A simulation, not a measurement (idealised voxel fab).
Process module in this document: voxel gate over fins
Cross-sectional view cut (width: 295 nm; square cell size: 5 nm).
Cross-section = grid of square cells, listed top down in bands; band = one or more rows.
Read a band's entry like this: the first values are the height of its top and the height of its bottom in nm, and what follows is the sequence of materials from left to right, each with its width in nm. Note that "empty" is empty space, and that a single material marked "everywhere" reaches across the band from edge to edge.
Counting heights begins at 0, where everything beneath is, in the wafer as received, one material. The lowest band has no bottom; it goes on downwards, as "0..down" shows.
So if you see something like "30 to 40" for the width, read it as the top row of the band sitting at the first number and the bottom row at the second, with every row in between moving by the same amount as the last.
No cell of the cross-section changed in a step that is given as "remained unchanged".
"Enclosed cavities": sealed empty spaces, 8 cells or more, no open way to top, listed width x height at distance, with distance from the left edge and width, height and distance in nm.
Read whatever lies past the settings on a step's line as the simulator's own remark about the step.
overlay nm: for a step with a mask, the amount by which the mask lay right of where it was planned; a negative amount means left of it.
PROCESS STEPS - PLAN
1,op RECEIVE | material Si
2,op CONFORMAL_DEP | material SiN | thk nm 10
3,op PATTERN | tone cover | mask id FINS | material resist | width nm 15 | pitch nm 45 | thk nm 15 | overlay nm -15
4,op DIRECTIONAL_ETCH | etch materials SiN | depth nm 10
5,op DIRECTIONAL_ETCH | etch materials Si | depth nm 40
6,op STRIP | etch materials resist
7,op OXIDIZE | depth nm 5
8,op FILL_DEP | material SiO2 | thk nm 15
9,op CMP | height nm 10
10,op SELECTIVE_ETCH | etch materials SiO2 | depth nm 25
11,op STRIP | etch materials SiN
12,op CONFORMAL_DEP | material HfO2 | thk nm 5
13,op CONFORMAL_DEP | material TiN | thk nm 5
14,op CONFORMAL_DEP | material TiAl | thk nm 5
15,op CONFORMAL_DEP | material TiN | thk nm 5
16,op FILL_DEP | material W | thk nm 15
17,op CMP | height nm 30
18,op CONFORMAL_DEP | material SiCN | thk nm 5
The wafers in this document start out alike and differ in the overlay nm applied at step 3; the plan shows the value used for the first wafer.
CROSS-SECTION OF THE FIRST OF SEVERAL RECEIVED WAFERS, SHOWING ITS STATE AFTER STEP 1
> 0..down: Si everywhere
> Enclosed cavities: none
FIRST WAFER OF SEVERAL, CROSS-SECTION, MODULE END, AFTER STEP 18 (LAST)
> 35..30: SiCN everywhere
> 30..20: W everywhere
> 20..15: W 40 nm  TiN 180 nm  W 75 nm
> 15..10: W 40 nm  TiN 5 nm  TiAl 35 nm  TiN 10 nm  TiAl 35 nm  TiN 10 nm  TiAl 35 nm  TiN 10 nm  TiAl 35 nm  TiN 5 nm  W 75 nm
> 10..5: W 40 nm  TiN 5 nm  TiAl 5 nm  TiN 25 nm  TiAl 5 nm  TiN 10 nm  TiAl 5 nm  TiN 25 nm  TiAl 5 nm  TiN 10 nm  TiAl 5 nm  TiN 25 nm  TiAl 5 nm  TiN 10 nm  TiAl 5 nm  TiN 25 nm  TiAl 5 nm  TiN 5 nm  W 75 nm
> 5..0: TiN 45 nm  TiAl 5 nm  TiN 5 nm  HfO2 15 nm  TiN 5 nm  TiAl 5 nm  TiN 10 nm  TiAl 5 nm  TiN 5 nm  HfO2 15 nm  TiN 5 nm  TiAl 5 nm  TiN 10 nm  TiAl 5 nm  TiN 5 nm  HfO2 15 nm  TiN 5 nm  TiAl 5 nm  TiN 10 nm  TiAl 5 nm  TiN 5 nm  HfO2 15 nm  TiN 5 nm  TiAl 5 nm  TiN 80 nm
> 0..-5: TiAl 50 nm  TiN 5 nm  HfO2 5 nm  Si 5 nm  HfO2 5 nm  TiN 5 nm  TiAl 20 nm  TiN 5 nm  HfO2 5 nm  Si 5 nm  HfO2 5 nm  TiN 5 nm  TiAl 20 nm  TiN 5 nm  HfO2 5 nm  Si 5 nm  HfO2 5 nm  TiN 5 nm  TiAl 20 nm  TiN 5 nm  HfO2 5 nm  Si 5 nm  HfO2 5 nm  TiN 5 nm  TiAl 85 nm
> -5..-10: TiN 55 nm  HfO2 5 nm  Si 5 nm  HfO2 5 nm  TiN 30 nm  HfO2 5 nm  Si 5 nm  HfO2 5 nm  TiN 30 nm  HfO2 5 nm  Si 5 nm  HfO2 5 nm  TiN 30 nm  HfO2 5 nm  Si 5 nm  HfO2 5 nm  TiN 90 nm
> -10..-15: HfO2 60 nm  Si 5 nm  HfO2 40 nm  Si 5 nm  HfO2 40 nm  Si 5 nm  HfO2 40 nm  Si 5 nm  HfO2 95 nm
> -15..-45: SiO2 60 nm  Si 5 nm  SiO2 40 nm  Si 5 nm  SiO2 40 nm  Si 5 nm  SiO2 40 nm  Si 5 nm  SiO2 95 nm
> -45..down: Si everywhere
> Enclosed cavities: none
THE LAST WAFER AS SEEN IN CROSS-SECTION AT THE END OF THE MODULE
> 35..30: SiCN everywhere
> 30..20: W everywhere
> 20..15: W 70 nm  TiN 180 nm  W 45 nm
> 15..10: W 70 nm  TiN 5 nm  TiAl 35 nm  TiN 10 nm  TiAl 35 nm  TiN 10 nm  TiAl 35 nm  TiN 10 nm  TiAl 35 nm  TiN 5 nm  W 45 nm
> 10..5: W 70 nm  TiN 5 nm  TiAl 5 nm  TiN 25 nm  TiAl 5 nm  TiN 10 nm  TiAl 5 nm  TiN 25 nm  TiAl 5 nm  TiN 10 nm  TiAl 5 nm  TiN 25 nm  TiAl 5 nm  TiN 10 nm  TiAl 5 nm  TiN 25 nm  TiAl 5 nm  TiN 5 nm  W 45 nm
> 5..0: TiN 75 nm  TiAl 5 nm  TiN 5 nm  HfO2 15 nm  TiN 5 nm  TiAl 5 nm  TiN 10 nm  TiAl 5 nm  TiN 5 nm  HfO2 15 nm  TiN 5 nm  TiAl 5 nm  TiN 10 nm  TiAl 5 nm  TiN 5 nm  HfO2 15 nm  TiN 5 nm  TiAl 5 nm  TiN 10 nm  TiAl 5 nm  TiN 5 nm  HfO2 15 nm  TiN 5 nm  TiAl 5 nm  TiN 50 nm
> 0..-5: TiAl 80 nm  TiN 5 nm  HfO2 5 nm  Si 5 nm  HfO2 5 nm  TiN 5 nm  TiAl 20 nm  TiN 5 nm  HfO2 5 nm  Si 5 nm  HfO2 5 nm  TiN 5 nm  TiAl 20 nm  TiN 5 nm  HfO2 5 nm  Si 5 nm  HfO2 5 nm  TiN 5 nm  TiAl 20 nm  TiN 5 nm  HfO2 5 nm  Si 5 nm  HfO2 5 nm  TiN 5 nm  TiAl 55 nm
> -5..-10: TiN 85 nm  HfO2 5 nm  Si 5 nm  HfO2 5 nm  TiN 30 nm  HfO2 5 nm  Si 5 nm  HfO2 5 nm  TiN 30 nm  HfO2 5 nm  Si 5 nm  HfO2 5 nm  TiN 30 nm  HfO2 5 nm  Si 5 nm  HfO2 5 nm  TiN 60 nm
> -10..-15: HfO2 90 nm  Si 5 nm  HfO2 40 nm  Si 5 nm  HfO2 40 nm  Si 5 nm  HfO2 40 nm  Si 5 nm  HfO2 65 nm
> -15..-45: SiO2 90 nm  Si 5 nm  SiO2 40 nm  Si 5 nm  SiO2 40 nm  Si 5 nm  SiO2 40 nm  Si 5 nm  SiO2 65 nm
> -45..down: Si everywhere
> Enclosed cavities: none
ROW PER WAFER, END-OF-MODULE: CELL GAIN (+)/LOSS (-) BY MATERIAL SINCE THE WAFER CAME IN, THEN CLOSED VOIDS
overlay nm -15, +83 HfO2, -495 Si, +59 SiCN, +330 SiO2, +83 TiAl, +166 TiN, +187 W, Enclosed cavities: none
overlay nm -10, +83 HfO2, -495 Si, +59 SiCN, +330 SiO2, +83 TiAl, +166 TiN, +187 W, Enclosed cavities: none
overlay nm -5, +83 HfO2, -495 Si, +59 SiCN, +330 SiO2, +83 TiAl, +166 TiN, +187 W, Enclosed cavities: none
overlay nm 0, +83 HfO2, -495 Si, +59 SiCN, +330 SiO2, +83 TiAl, +166 TiN, +187 W, Enclosed cavities: none
overlay nm 5, +83 HfO2, -495 Si, +59 SiCN, +330 SiO2, +83 TiAl, +166 TiN, +187 W, Enclosed cavities: none
overlay nm 10, +83 HfO2, -495 Si, +59 SiCN, +330 SiO2, +83 TiAl, +166 TiN, +187 W, Enclosed cavities: none
overlay nm 15, +83 HfO2, -495 Si, +59 SiCN, +330 SiO2, +83 TiAl, +166 TiN, +187 W, Enclosed cavities: none
